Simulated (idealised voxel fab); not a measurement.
Process module heading - voxel self aligned vias
FYI the section here is cut, 165 nm wide, cells are 5 nm squares.
Heads up, the way a cross-section reads in here is a grid of square cells, handed over as bands from the top down, with every band being one or more rows of cells.
Band entry format. Leading values: height of top, height of bottom, nm. Remainder: materials in left-to-right order, each with its width in nm. Special words: "edge to edge" on a single material, which then fills the band edge to edge; "blank", empty space.
For the purposes of this specification, 0 denotes the height below which the wafer in its as-received condition is composed wholly of one material, and the lowermost band, lacking a lower limit, extends downward without end, as expressed in "0 and below".
It should be noted that a width expressed as "30 to 40" varies in equal increments from row to row of cells within the band, taking the value of the first number at the top row and that of the second number at the bottom row.
Step note "identical to before" = no cross-section cell changed.
Empty spaces counting at least 8 cells and having no open way to the top are listed in "Closed cavity list". The notation width x height at distance is used for each, the distance being from the left edge and all three values in nm.
Read whatever lies past the settings on a step's line as the simulator's own remark about the step.
The optional step-line setting "overlay nm" applies to steps with a mask and quantifies how far to the right of its planned location the mask lay, a negative value indicating leftward placement.
Note: before/after cross-section pairs follow, one process step per pair, after-side truncated at the lowest changed band, step and settings given beneath. Different runs of this module on the same starting wafer may supply the pairs; a pair continues the one above only where the "Before processing step" entry says so.
**Before processing step**
	65 down to 45: resist (30)  blank (25)  resist (50)  blank (25)  resist (35)
	45 down to 15: SiO2 (30)  blank (25)  SiO2 (50)  blank (25)  SiO2 (35)
	15 down to 10: SiCN edge to edge
	10 down to 0: SiO2 edge to edge
	0 and below: Si edge to edge
	Closed cavity list: none
**Post-Process View**
	45 down to 15: SiO2 (30)  blank (25)  SiO2 (50)  blank (25)  SiO2 (35)
	Everything under 15 stays put, no change at all.
	Closed cavity list: none
Which process step falls between the two cross-sections above? STRIP: etch materials resist
Before processing step: The prior state of this step coincides with the post-step cross-section of the pair just above.
**Post-Process View**
	50 down to 45: TiN (35)  blank (15)  TiN (60)  blank (15)  TiN (40)
	45 down to 20: SiO2 (30)  TiN (5)  blank (15)  TiN (5)  SiO2 (50)  TiN (5)  blank (15)  TiN (5)  SiO2 (35)
	20 down to 15: SiO2 (30)  TiN (25)  SiO2 (50)  TiN (25)  SiO2 (35)
	Everything under 15 stays put, no change at all.
	Closed cavity list: none
Which process step falls between the two cross-sections above? CONFORMAL_DEP: material TiN, thk nm 5
Before processing step: The prior state of this step coincides with the post-step cross-section of the pair just above.
**Post-Process View**
	55 down to 50: Ru edge to edge
	50 down to 45: TiN (35)  Ru (15)  TiN (60)  Ru (15)  TiN (40)
	45 down to 20: SiO2 (30)  TiN (5)  Ru (15)  TiN (5)  SiO2 (50)  TiN (5)  Ru (15)  TiN (5)  SiO2 (35)
	Everything under 20 stays put, no change at all.
	Closed cavity list: none
Which process step falls between the two cross-sections above? FILL_DEP: material Ru, thk nm 5
Before processing step: The prior state of this step coincides with the post-step cross-section of the pair just above.
**Post-Process View**
	50 down to 45: TiN (35)  Ru (15)  TiN (60)  Ru (15)  TiN (40)
	Everything under 45 stays put, no change at all.
	Closed cavity list: none
Which process step falls between the two cross-sections above? CMP: height nm 50
Before processing step: The prior state of this step coincides with the post-step cross-section of the pair just above.
**Post-Process View**
	45 down to 20: SiO2 (30)  TiN (5)  Ru (15)  TiN (5)  SiO2 (50)  TiN (5)  Ru (15)  TiN (5)  SiO2 (35)
	Everything under 20 stays put, no change at all.
	Closed cavity list: none
Which process step falls between the two cross-sections above? SELECTIVE_ETCH: etch materials W Ru TiN, depth nm 5
Before processing step: The prior state of this step coincides with the post-step cross-section of the pair just above.
**Post-Process View**
	50 down to 45: SiN edge to edge
	Everything under 45 stays put, no change at all.
	Closed cavity list: none
Which process step falls between the two cross-sections above? FILL_DEP: material SiN, thk nm 5
Before processing step: The prior state of this step coincides with the post-step cross-section of the pair just above.
**Post-Process View**
	70 down to 50: SiO2 edge to edge
	Everything under 50 stays put, no change at all.
	Closed cavity list: none
Which process step falls between the two cross-sections above? DIRECTIONAL_DEP: material SiO2, thk nm 20
Before processing step: The prior state of this step coincides with the post-step cross-section of the pair just above.
**Post-Process View**
	90 down to 70: resist (20)  blank (45)  resist (30)  blank (45)  resist (25)
	Everything under 70 stays put, no change at all.
	Closed cavity list: none
Which process step falls between the two cross-sections above? PATTERN: tone open, mask id VIAS, material resist, width nm 45, pitch nm 75, thk nm 20, overlay nm 0
Before processing step: The prior state of this step coincides with the post-step cross-section of the pair just above.
**Post-Process View**
	90 down to 70: resist (20)  blank (45)  resist (30)  blank (45)  resist (25)
	70 down to 50: SiO2 (20)  blank (45)  SiO2 (30)  blank (45)  SiO2 (25)
	Everything under 50 stays put, no change at all.
	Closed cavity list: none
Which process step falls between the two cross-sections above? DIRECTIONAL_ETCH: etch materials SiO2, depth nm 20
Before processing step: The prior state of this step coincides with the post-step cross-section of the pair just above.
**Post-Process View**
	90 down to 70: resist (20)  blank (45)  resist (30)  blank (45)  resist (25)
	70 down to 50: SiO2 (20)  blank (45)  SiO2 (30)  blank (45)  SiO2 (25)
	50 down to 45: SiN (20)  blank (45)  SiN (30)  blank (45)  SiN (25)
	Everything under 45 stays put, no change at all.
	Closed cavity list: none
Which process step falls between the two cross-sections above? DIRECTIONAL_ETCH: etch materials SiN, depth nm 5
Before processing step: The prior state of this step coincides with the post-step cross-section of the pair just above.
**Post-Process View**
	70 down to 50: SiO2 (20)  blank (45)  SiO2 (30)  blank (45)  SiO2 (25)
	Everything under 50 stays put, no change at all.
	Closed cavity list: none
Which process step falls between the two cross-sections above? STRIP: etch materials resist
Before processing step: The prior state of this step coincides with the post-step cross-section of the pair just above.
**Post-Process View**
	75 down to 70: TiN (25)  blank (35)  TiN (40)  blank (35)  TiN (30)
	70 down to 50: SiO2 (20)  TiN (5)  blank (35)  TiN (5)  SiO2 (30)  TiN (5)  blank (35)  TiN (5)  SiO2 (25)
	50 down to 45: SiN (20)  TiN (45)  SiN (30)  TiN (45)  SiN (25)
	Everything under 45 stays put, no change at all.
	Closed cavity list: none
Which process step falls between the two cross-sections above? CONFORMAL_DEP: material TiN, thk nm 5
Before processing step: The prior state of this step coincides with the post-step cross-section of the pair just above.
**Post-Process View**
	85 down to 75: Cu edge to edge
	75 down to 70: TiN (25)  Cu (35)  TiN (40)  Cu (35)  TiN (30)
	70 down to 50: SiO2 (20)  TiN (5)  Cu (35)  TiN (5)  SiO2 (30)  TiN (5)  Cu (35)  TiN (5)  SiO2 (25)
	Everything under 50 stays put, no change at all.
	Closed cavity list: none
Which process step falls between the two cross-sections above? FILL_DEP: material Cu, thk nm 10
Before processing step: The prior state of this step coincides with the post-step cross-section of the pair just above.
**Post-Process View**
	70 down to 50: SiO2 (20)  TiN (5)  Cu (35)  TiN (5)  SiO2 (30)  TiN (5)  Cu (35)  TiN (5)  SiO2 (25)
	Everything under 50 stays put, no change at all.
	Closed cavity list: none
Which process step falls between the two cross-sections above? CMP: height nm 70
Before processing step: The prior state of this step coincides with the post-step cross-section of the pair just above.
**Post-Process View**
	75 down to 70: SiN edge to edge
	Everything under 70 stays put, no change at all.
	Closed cavity list: none
Which process step falls between the two cross-sections above? CONFORMAL_DEP: material SiN, thk nm 5
**Before processing step**
	50 down to 20: SiO2 edge to edge
	20 down to 15: SiCN edge to edge
	15 down to 0: SiO2 edge to edge
	0 and below: Si edge to edge
	Closed cavity list: none
**Post-Process View**
	70 down to 50: resist (30)  blank (30)  resist (45)  blank (30)  resist (30)
	Everything under 50 stays put, no change at all.
	Closed cavity list: none
Which process step falls between the two cross-sections above? PATTERN: tone open, mask id LINES, material resist, width nm 30, pitch nm 75, thk nm 20, overlay nm 0
Before processing step: The prior state of this step coincides with the post-step cross-section of the pair just above.
**Post-Process View**
	70 down to 50: resist (30)  blank (30)  resist (45)  blank (30)  resist (30)
	50 down to 20: SiO2 (30)  blank (30)  SiO2 (45)  blank (30)  SiO2 (30)
	Everything under 20 stays put, no change at all.
	Closed cavity list: none
Which process step falls between the two cross-sections above? DIRECTIONAL_ETCH: etch materials SiO2, depth nm 30
Before processing step: The prior state of this step coincides with the post-step cross-section of the pair just above.
**Post-Process View**
	50 down to 20: SiO2 (30)  blank (30)  SiO2 (45)  blank (30)  SiO2 (30)
	Everything under 20 stays put, no change at all.
	Closed cavity list: none
Which process step falls between the two cross-sections above? STRIP: etch materials resist
Before processing step: The prior state of this step coincides with the post-step cross-section of the pair just above.
**Post-Process View**
	55 down to 50: TiN (35)  blank (20)  TiN (55)  blank (20)  TiN (35)
	50 down to 25: SiO2 (30)  TiN (5)  blank (20)  TiN (5)  SiO2 (45)  TiN (5)  blank (20)  TiN (5)  SiO2 (30)
	25 down to 20: SiO2 (30)  TiN (30)  SiO2 (45)  TiN (30)  SiO2 (30)
	Everything under 20 stays put, no change at all.
	Closed cavity list: none
Which process step falls between the two cross-sections above? CONFORMAL_DEP: material TiN, thk nm 5
Before processing step: The prior state of this step coincides with the post-step cross-section of the pair just above.
**Post-Process View**
	60 down to 55: Ru edge to edge
	55 down to 50: TiN (35)  Ru (20)  TiN (55)  Ru (20)  TiN (35)
	50 down to 25: SiO2 (30)  TiN (5)  Ru (20)  TiN (5)  SiO2 (45)  TiN (5)  Ru (20)  TiN (5)  SiO2 (30)
	Everything under 25 stays put, no change at all.
	Closed cavity list: none
Which process step falls between the two cross-sections above? FILL_DEP: material Ru, thk nm 5
Before processing step: The prior state of this step coincides with the post-step cross-section of the pair just above.
**Post-Process View**
	50 down to 25: SiO2 (30)  TiN (5)  Ru (20)  TiN (5)  SiO2 (45)  TiN (5)  Ru (20)  TiN (5)  SiO2 (30)
	Everything under 25 stays put, no change at all.
	Closed cavity list: none
Which process step falls between the two cross-sections above? CMP: height nm 50
Before processing step: The prior state of this step coincides with the post-step cross-section of the pair just above.
**Post-Process View**
	50 down to 45: SiO2 (30)  blank (30)  SiO2 (45)  blank (30)  SiO2 (30)
	Everything under 45 stays put, no change at all.
	Closed cavity list: none
Which process step falls between the two cross-sections above? SELECTIVE_ETCH: etch materials W Ru TiN, depth nm 5
Before processing step: The prior state of this step coincides with the post-step cross-section of the pair just above.
**Post-Process View**
	55 down to 50: SiN edge to edge
	50 down to 45: SiO2 (30)  SiN (30)  SiO2 (45)  SiN (30)  SiO2 (30)
	Everything under 45 stays put, no change at all.
	Closed cavity list: none
Which process step falls between the two cross-sections above? FILL_DEP: material SiN, thk nm 5
Before processing step: The prior state of this step coincides with the post-step cross-section of the pair just above.
**Post-Process View**
	50 down to 45: SiO2 (30)  SiN (30)  SiO2 (45)  SiN (30)  SiO2 (30)
	Everything under 45 stays put, no change at all.
	Closed cavity list: none
Which process step falls between the two cross-sections above? CMP: height nm 50
Before processing step: The prior state of this step coincides with the post-step cross-section of the pair just above.
**Post-Process View**
	70 down to 50: SiO2 edge to edge
	Everything under 50 stays put, no change at all.
	Closed cavity list: none
Which process step falls between the two cross-sections above? DIRECTIONAL_DEP: material SiO2, thk nm 20
Before processing step: The prior state of this step coincides with the post-step cross-section of the pair just above.
**Post-Process View**
	90 down to 70: resist (20)  blank (45)  resist (30)  blank (45)  resist (25)
	Everything under 70 stays put, no change at all.
	Closed cavity list: none
Which process step falls between the two cross-sections above? PATTERN: tone open, mask id VIAS, material resist, width nm 45, pitch nm 75, thk nm 20, overlay nm 0
Before processing step: The prior state of this step coincides with the post-step cross-section of the pair just above.
**Post-Process View**
	90 down to 70: resist (20)  blank (45)  resist (30)  blank (45)  resist (25)
	70 down to 50: SiO2 (20)  blank (45)  SiO2 (30)  blank (45)  SiO2 (25)
	Everything under 50 stays put, no change at all.
	Closed cavity list: none
Which process step falls between the two cross-sections above? DIRECTIONAL_ETCH: etch materials SiO2, depth nm 20
Before processing step: The prior state of this step coincides with the post-step cross-section of the pair just above.
**Post-Process View**
	90 down to 70: resist (20)  blank (45)  resist (30)  blank (45)  resist (25)
	70 down to 50: SiO2 (20)  blank (45)  SiO2 (30)  blank (45)  SiO2 (25)
	50 down to 45: SiO2 (30)  blank (30)  SiO2 (45)  blank (30)  SiO2 (30)
	Everything under 45 stays put, no change at all.
	Closed cavity list: none
Which process step falls between the two cross-sections above? DIRECTIONAL_ETCH: etch materials SiN, depth nm 5
Before processing step: The prior state of this step coincides with the post-step cross-section of the pair just above.
**Post-Process View**
	70 down to 50: SiO2 (20)  blank (45)  SiO2 (30)  blank (45)  SiO2 (25)
	Everything under 50 stays put, no change at all.
	Closed cavity list: none
Which process step falls between the two cross-sections above? STRIP: etch materials resist
Before processing step: The prior state of this step coincides with the post-step cross-section of the pair just above.
**Post-Process View**
	75 down to 70: TiN (25)  blank (35)  TiN (40)  blank (35)  TiN (30)
	70 down to 55: SiO2 (20)  TiN (5)  blank (35)  TiN (5)  SiO2 (30)  TiN (5)  blank (35)  TiN (5)  SiO2 (25)
	55 down to 50: SiO2 (20)  TiN (15)  blank (20)  TiN (10)  SiO2 (30)  TiN (15)  blank (20)  TiN (10)  SiO2 (25)
	50 down to 45: SiO2 (30)  TiN (30)  SiO2 (45)  TiN (30)  SiO2 (30)
	Everything under 45 stays put, no change at all.
	Closed cavity list: none
Which process step falls between the two cross-sections above? CONFORMAL_DEP: material TiN, thk nm 5
Before processing step: The prior state of this step coincides with the post-step cross-section of the pair just above.
**Post-Process View**
	85 down to 75: Cu edge to edge
	75 down to 70: TiN (25)  Cu (35)  TiN (40)  Cu (35)  TiN (30)
	70 down to 55: SiO2 (20)  TiN (5)  Cu (35)  TiN (5)  SiO2 (30)  TiN (5)  Cu (35)  TiN (5)  SiO2 (25)
	55 down to 50: SiO2 (20)  TiN (15)  Cu (20)  TiN (10)  SiO2 (30)  TiN (15)  Cu (20)  TiN (10)  SiO2 (25)
	Everything under 50 stays put, no change at all.
	Closed cavity list: none
Which process step falls between the two cross-sections above? FILL_DEP: material Cu, thk nm 10
Before processing step: The prior state of this step coincides with the post-step cross-section of the pair just above.
**Post-Process View**
	70 down to 55: SiO2 (20)  TiN (5)  Cu (35)  TiN (5)  SiO2 (30)  TiN (5)  Cu (35)  TiN (5)  SiO2 (25)
	Everything under 55 stays put, no change at all.
	Closed cavity list: none
Which process step falls between the two cross-sections above? CMP: height nm 70
Before processing step: The prior state of this step coincides with the post-step cross-section of the pair just above.
**Post-Process View**
	75 down to 70: SiN edge to edge
	Everything under 70 stays put, no change at all.
	Closed cavity list: none
Which process step falls between the two cross-sections above? CONFORMAL_DEP: material SiN, thk nm 5
**Before processing step**
	70 down to 50: SiO2 edge to edge
	50 down to 45: SiO2 (30)  SiN (25)  SiO2 (50)  SiN (25)  SiO2 (35)
	45 down to 25: SiO2 (30)  TiN (5)  Ru (15)  TiN (5)  SiO2 (50)  TiN (5)  Ru (15)  TiN (5)  SiO2 (35)
	25 down to 20: SiO2 (30)  TiN (25)  SiO2 (50)  TiN (25)  SiO2 (35)
	20 down to 15: SiCN edge to edge
	15 down to 0: SiO2 edge to edge
	0 and below: Si edge to edge
	Closed cavity list: none
**Post-Process View**
	90 down to 70: resist (30)  blank (45)  resist (30)  blank (45)  resist (15)
	Everything under 70 stays put, no change at all.
	Closed cavity list: none
Which process step falls between the two cross-sections above? PATTERN: tone open, mask id VIAS, material resist, width nm 45, pitch nm 75, thk nm 20, overlay nm 10
Before processing step: The prior state of this step coincides with the post-step cross-section of the pair just above.
**Post-Process View**
	90 down to 70: resist (30)  blank (45)  resist (30)  blank (45)  resist (15)
	70 down to 50: SiO2 (30)  blank (45)  SiO2 (30)  blank (45)  SiO2 (15)
	Everything under 50 stays put, no change at all.
	Closed cavity list: none
Which process step falls between the two cross-sections above? DIRECTIONAL_ETCH: etch materials SiO2, depth nm 20
Before processing step: The prior state of this step coincides with the post-step cross-section of the pair just above.
**Post-Process View**
	90 down to 70: resist (30)  blank (45)  resist (30)  blank (45)  resist (15)
	70 down to 50: SiO2 (30)  blank (45)  SiO2 (30)  blank (45)  SiO2 (15)
	50 down to 45: SiO2 (30)  blank (25)  SiO2 (50)  blank (25)  SiO2 (35)
	Everything under 45 stays put, no change at all.
	Closed cavity list: none
Which process step falls between the two cross-sections above? DIRECTIONAL_ETCH: etch materials SiN, depth nm 5
Before processing step: The prior state of this step coincides with the post-step cross-section of the pair just above.
**Post-Process View**
	70 down to 50: SiO2 (30)  blank (45)  SiO2 (30)  blank (45)  SiO2 (15)
	Everything under 50 stays put, no change at all.
	Closed cavity list: none
Which process step falls between the two cross-sections above? STRIP: etch materials resist
Before processing step: The prior state of this step coincides with the post-step cross-section of the pair just above.
**Post-Process View**
	75 down to 70: TiN (35)  blank (35)  TiN (40)  blank (35)  TiN (20)
	70 down to 55: SiO2 (30)  TiN (5)  blank (35)  TiN (5)  SiO2 (30)  TiN (5)  blank (35)  TiN (5)  SiO2 (15)
	55 down to 50: SiO2 (30)  TiN (5)  blank (15)  TiN (25)  SiO2 (30)  TiN (5)  blank (15)  TiN (25)  SiO2 (15)
	50 down to 45: SiO2 (30)  TiN (25)  SiO2 (50)  TiN (25)  SiO2 (35)
	Everything under 45 stays put, no change at all.
	Closed cavity list: none
Which process step falls between the two cross-sections above? CONFORMAL_DEP: material TiN, thk nm 5
Before processing step: The prior state of this step coincides with the post-step cross-section of the pair just above.
**Post-Process View**
	85 down to 75: Cu edge to edge
	75 down to 70: TiN (35)  Cu (35)  TiN (40)  Cu (35)  TiN (20)
	70 down to 55: SiO2 (30)  TiN (5)  Cu (35)  TiN (5)  SiO2 (30)  TiN (5)  Cu (35)  TiN (5)  SiO2 (15)
	55 down to 50: SiO2 (30)  TiN (5)  Cu (15)  TiN (25)  SiO2 (30)  TiN (5)  Cu (15)  TiN (25)  SiO2 (15)
	Everything under 50 stays put, no change at all.
	Closed cavity list: none
Which process step falls between the two cross-sections above? FILL_DEP: material Cu, thk nm 10
Before processing step: The prior state of this step coincides with the post-step cross-section of the pair just above.
**Post-Process View**
	70 down to 55: SiO2 (30)  TiN (5)  Cu (35)  TiN (5)  SiO2 (30)  TiN (5)  Cu (35)  TiN (5)  SiO2 (15)
	Everything under 55 stays put, no change at all.
	Closed cavity list: none
Which process step falls between the two cross-sections above? CMP: height nm 70
Before processing step: The prior state of this step coincides with the post-step cross-section of the pair just above.
**Post-Process View**
	75 down to 70: SiN edge to edge
	Everything under 70 stays put, no change at all.
	Closed cavity list: none
Which process step falls between the two cross-sections above? CONFORMAL_DEP: material SiN, thk nm 5
**Before processing step**
	15 down to 0: SiO2 edge to edge
	0 and below: Si edge to edge
	Closed cavity list: none
**Post-Process View**
	20 down to 15: Ru edge to edge
	Everything under 15 stays put, no change at all.
	Closed cavity list: none
Which process step falls between the two cross-sections above? CONFORMAL_DEP: material Ru, thk nm 5
Before processing step: The prior state of this step coincides with the post-step cross-section of the pair just above.
**Post-Process View**
	50 down to 20: SiO2 edge to edge
	Everything under 20 stays put, no change at all.
	Closed cavity list: none
Which process step falls between the two cross-sections above? DIRECTIONAL_DEP: material SiO2, thk nm 30
Before processing step: The prior state of this step coincides with the post-step cross-section of the pair just above.
**Post-Process View**
	70 down to 50: resist (30)  blank (25)  resist (50)  blank (25)  resist (35)
	Everything under 50 stays put, no change at all.
	Closed cavity list: none
Which process step falls between the two cross-sections above? PATTERN: tone open, mask id LINES, material resist, width nm 25, pitch nm 75, thk nm 20, overlay nm 0
Before processing step: The prior state of this step coincides with the post-step cross-section of the pair just above.
**Post-Process View**
	70 down to 50: resist (30)  blank (25)  resist (50)  blank (25)  resist (35)
	50 down to 20: SiO2 (30)  blank (25)  SiO2 (50)  blank (25)  SiO2 (35)
	Everything under 20 stays put, no change at all.
	Closed cavity list: none
Which process step falls between the two cross-sections above? DIRECTIONAL_ETCH: etch materials SiO2, depth nm 30
Before processing step: The prior state of this step coincides with the post-step cross-section of the pair just above.
**Post-Process View**
	50 down to 20: SiO2 (30)  blank (25)  SiO2 (50)  blank (25)  SiO2 (35)
	Everything under 20 stays put, no change at all.
	Closed cavity list: none
Which process step falls between the two cross-sections above? STRIP: etch materials resist
Before processing step: The prior state of this step coincides with the post-step cross-section of the pair just above.
**Post-Process View**
	55 down to 50: TiN (35)  blank (15)  TiN (60)  blank (15)  TiN (40)
	50 down to 25: SiO2 (30)  TiN (5)  blank (15)  TiN (5)  SiO2 (50)  TiN (5)  blank (15)  TiN (5)  SiO2 (35)
	25 down to 20: SiO2 (30)  TiN (25)  SiO2 (50)  TiN (25)  SiO2 (35)
	Everything under 20 stays put, no change at all.
	Closed cavity list: none
Which process step falls between the two cross-sections above? CONFORMAL_DEP: material TiN, thk nm 5
Before processing step: The prior state of this step coincides with the post-step cross-section of the pair just above.
**Post-Process View**
	60 down to 55: Ru edge to edge
	55 down to 50: TiN (35)  Ru (15)  TiN (60)  Ru (15)  TiN (40)
	50 down to 25: SiO2 (30)  TiN (5)  Ru (15)  TiN (5)  SiO2 (50)  TiN (5)  Ru (15)  TiN (5)  SiO2 (35)
	Everything under 25 stays put, no change at all.
	Closed cavity list: none
Which process step falls between the two cross-sections above? FILL_DEP: material Ru, thk nm 5
Before processing step: The prior state of this step coincides with the post-step cross-section of the pair just above.
**Post-Process View**
	50 down to 25: SiO2 (30)  TiN (5)  Ru (15)  TiN (5)  SiO2 (50)  TiN (5)  Ru (15)  TiN (5)  SiO2 (35)
	Everything under 25 stays put, no change at all.
	Closed cavity list: none
Which process step falls between the two cross-sections above? CMP: height nm 50
Before processing step: The prior state of this step coincides with the post-step cross-section of the pair just above.
**Post-Process View**
	50 down to 45: SiO2 (30)  blank (25)  SiO2 (50)  blank (25)  SiO2 (35)
	Everything under 45 stays put, no change at all.
	Closed cavity list: none
Which process step falls between the two cross-sections above? SELECTIVE_ETCH: etch materials W Ru TiN, depth nm 5
Before processing step: The prior state of this step coincides with the post-step cross-section of the pair just above.
**Post-Process View**
	55 down to 50: SiN edge to edge
	50 down to 45: SiO2 (30)  SiN (25)  SiO2 (50)  SiN (25)  SiO2 (35)
	Everything under 45 stays put, no change at all.
	Closed cavity list: none
Which process step falls between the two cross-sections above? FILL_DEP: material SiN, thk nm 5
Before processing step: The prior state of this step coincides with the post-step cross-section of the pair just above.
**Post-Process View**
	50 down to 45: SiO2 (30)  SiN (25)  SiO2 (50)  SiN (25)  SiO2 (35)
	Everything under 45 stays put, no change at all.
	Closed cavity list: none
Which process step falls between the two cross-sections above? CMP: height nm 50
Before processing step: The prior state of this step coincides with the post-step cross-section of the pair just above.
**Post-Process View**
	70 down to 50: SiO2 edge to edge
	Everything under 50 stays put, no change at all.
	Closed cavity list: none
Which process step falls between the two cross-sections above? DIRECTIONAL_DEP: material SiO2, thk nm 20
Before processing step: The prior state of this step coincides with the post-step cross-section of the pair just above.
**Post-Process View**
	90 down to 70: resist (20)  blank (45)  resist (30)  blank (45)  resist (25)
	Everything under 70 stays put, no change at all.
	Closed cavity list: none
Which process step falls between the two cross-sections above? PATTERN: tone open, mask id VIAS, material resist, width nm 45, pitch nm 75, thk nm 20, overlay nm 0
Before processing step: The prior state of this step coincides with the post-step cross-section of the pair just above.
**Post-Process View**
	90 down to 70: resist (20)  blank (45)  resist (30)  blank (45)  resist (25)
	70 down to 50: SiO2 (20)  blank (45)  SiO2 (30)  blank (45)  SiO2 (25)
	Everything under 50 stays put, no change at all.
	Closed cavity list: none
Which process step falls between the two cross-sections above? DIRECTIONAL_ETCH: etch materials SiO2, depth nm 20
Before processing step: The prior state of this step coincides with the post-step cross-section of the pair just above.
**Post-Process View**
	90 down to 70: resist (20)  blank (45)  resist (30)  blank (45)  resist (25)
	70 down to 50: SiO2 (20)  blank (45)  SiO2 (30)  blank (45)  SiO2 (25)
	50 down to 45: SiO2 (30)  blank (25)  SiO2 (50)  blank (25)  SiO2 (35)
	Everything under 45 stays put, no change at all.
	Closed cavity list: none
Which process step falls between the two cross-sections above? DIRECTIONAL_ETCH: etch materials SiN, depth nm 5
Before processing step: The prior state of this step coincides with the post-step cross-section of the pair just above.
**Post-Process View**
	70 down to 50: SiO2 (20)  blank (45)  SiO2 (30)  blank (45)  SiO2 (25)
	Everything under 50 stays put, no change at all.
	Closed cavity list: none
Which process step falls between the two cross-sections above? STRIP: etch materials resist
Before processing step: The prior state of this step coincides with the post-step cross-section of the pair just above.
**Post-Process View**
	75 down to 70: TiN (25)  blank (35)  TiN (40)  blank (35)  TiN (30)
	70 down to 55: SiO2 (20)  TiN (5)  blank (35)  TiN (5)  SiO2 (30)  TiN (5)  blank (35)  TiN (5)  SiO2 (25)
	55 down to 50: SiO2 (20)  TiN (15)  blank (15)  TiN (15)  SiO2 (30)  TiN (15)  blank (15)  TiN (15)  SiO2 (25)
	50 down to 45: SiO2 (30)  TiN (25)  SiO2 (50)  TiN (25)  SiO2 (35)
	Everything under 45 stays put, no change at all.
	Closed cavity list: none
Which process step falls between the two cross-sections above? CONFORMAL_DEP: material TiN, thk nm 5
Before processing step: The prior state of this step coincides with the post-step cross-section of the pair just above.
**Post-Process View**
	85 down to 75: Cu edge to edge
	75 down to 70: TiN (25)  Cu (35)  TiN (40)  Cu (35)  TiN (30)
	70 down to 55: SiO2 (20)  TiN (5)  Cu (35)  TiN (5)  SiO2 (30)  TiN (5)  Cu (35)  TiN (5)  SiO2 (25)
	55 down to 50: SiO2 (20)  TiN (15)  Cu (15)  TiN (15)  SiO2 (30)  TiN (15)  Cu (15)  TiN (15)  SiO2 (25)
	Everything under 50 stays put, no change at all.
	Closed cavity list: none
Which process step falls between the two cross-sections above? FILL_DEP: material Cu, thk nm 10
Before processing step: The prior state of this step coincides with the post-step cross-section of the pair just above.
**Post-Process View**
	70 down to 55: SiO2 (20)  TiN (5)  Cu (35)  TiN (5)  SiO2 (30)  TiN (5)  Cu (35)  TiN (5)  SiO2 (25)
	Everything under 55 stays put, no change at all.
	Closed cavity list: none
Which process step falls between the two cross-sections above? CMP: height nm 70
Before processing step: The prior state of this step coincides with the post-step cross-section of the pair just above.
**Post-Process View**
	75 down to 70: SiN edge to edge
	Everything under 70 stays put, no change at all.
	Closed cavity list: none
Which process step falls between the two cross-sections above? CONFORMAL_DEP: material SiN, thk nm 5
**Before processing step**
	70 down to 50: SiO2 edge to edge
	50 down to 45: SiO2 (30)  SiN (25)  SiO2 (50)  SiN (25)  SiO2 (35)
	45 down to 25: SiO2 (30)  TiN (5)  Ru (15)  TiN (5)  SiO2 (50)  TiN (5)  Ru (15)  TiN (5)  SiO2 (35)
	25 down to 20: SiO2 (30)  TiN (25)  SiO2 (50)  TiN (25)  SiO2 (35)
	20 down to 15: SiCN edge to edge
	15 down to 0: SiO2 edge to edge
	0 and below: Si edge to edge
	Closed cavity list: none
**Post-Process View**
	90 down to 70: blank (20)  resist (45)  blank (30)  resist (45)  blank (25)
	Everything under 70 stays put, no change at all.
	Closed cavity list: none
Which process step falls between the two cross-sections above? PATTERN: tone cover, mask id VIAS, material resist, width nm 45, pitch nm 75, thk nm 20, overlay nm 0
Before processing step: The prior state of this step coincides with the post-step cross-section of the pair just above.
**Post-Process View**
	90 down to 70: blank (20)  resist (45)  blank (30)  resist (45)  blank (25)
	70 down to 50: blank (20)  SiO2 (45)  blank (30)  SiO2 (45)  blank (25)
	Everything under 50 stays put, no change at all.
	Closed cavity list: none
Which process step falls between the two cross-sections above? DIRECTIONAL_ETCH: etch materials SiO2, depth nm 20
Before processing step: The prior state of this step coincides with the post-step cross-section of the pair just above.
**Post-Process View**
	70 down to 50: blank (20)  SiO2 (45)  blank (30)  SiO2 (45)  blank (25)
	Everything under 50 stays put, no change at all.
	Closed cavity list: none
Which process step falls between the two cross-sections above? STRIP: etch materials resist
Before processing step: The prior state of this step coincides with the post-step cross-section of the pair just above.
**Post-Process View**
	75 down to 70: blank (15)  TiN (55)  blank (20)  TiN (55)  blank (20)
	70 down to 55: blank (15)  TiN (5)  SiO2 (45)  TiN (5)  blank (20)  TiN (5)  SiO2 (45)  TiN (5)  blank (20)
	55 down to 50: TiN (20)  SiO2 (45)  TiN (30)  SiO2 (45)  TiN (25)
	Everything under 50 stays put, no change at all.
	Closed cavity list: none
Which process step falls between the two cross-sections above? CONFORMAL_DEP: material TiN, thk nm 5
Before processing step: The prior state of this step coincides with the post-step cross-section of the pair just above.
**Post-Process View**
	85 down to 75: Cu edge to edge
	75 down to 70: Cu (15)  TiN (55)  Cu (20)  TiN (55)  Cu (20)
	70 down to 55: Cu (15)  TiN (5)  SiO2 (45)  TiN (5)  Cu (20)  TiN (5)  SiO2 (45)  TiN (5)  Cu (20)
	Everything under 55 stays put, no change at all.
	Closed cavity list: none
Which process step falls between the two cross-sections above? FILL_DEP: material Cu, thk nm 10
Before processing step: The prior state of this step coincides with the post-step cross-section of the pair just above.
**Post-Process View**
	70 down to 55: Cu (15)  TiN (5)  SiO2 (45)  TiN (5)  Cu (20)  TiN (5)  SiO2 (45)  TiN (5)  Cu (20)
	Everything under 55 stays put, no change at all.
	Closed cavity list: none
Which process step falls between the two cross-sections above? CMP: height nm 70
Before processing step: The prior state of this step coincides with the post-step cross-section of the pair just above.
**Post-Process View**
	75 down to 70: SiN edge to edge
	Everything under 70 stays put, no change at all.
	Closed cavity list: none
Which process step falls between the two cross-sections above? CONFORMAL_DEP: material SiN, thk nm 5
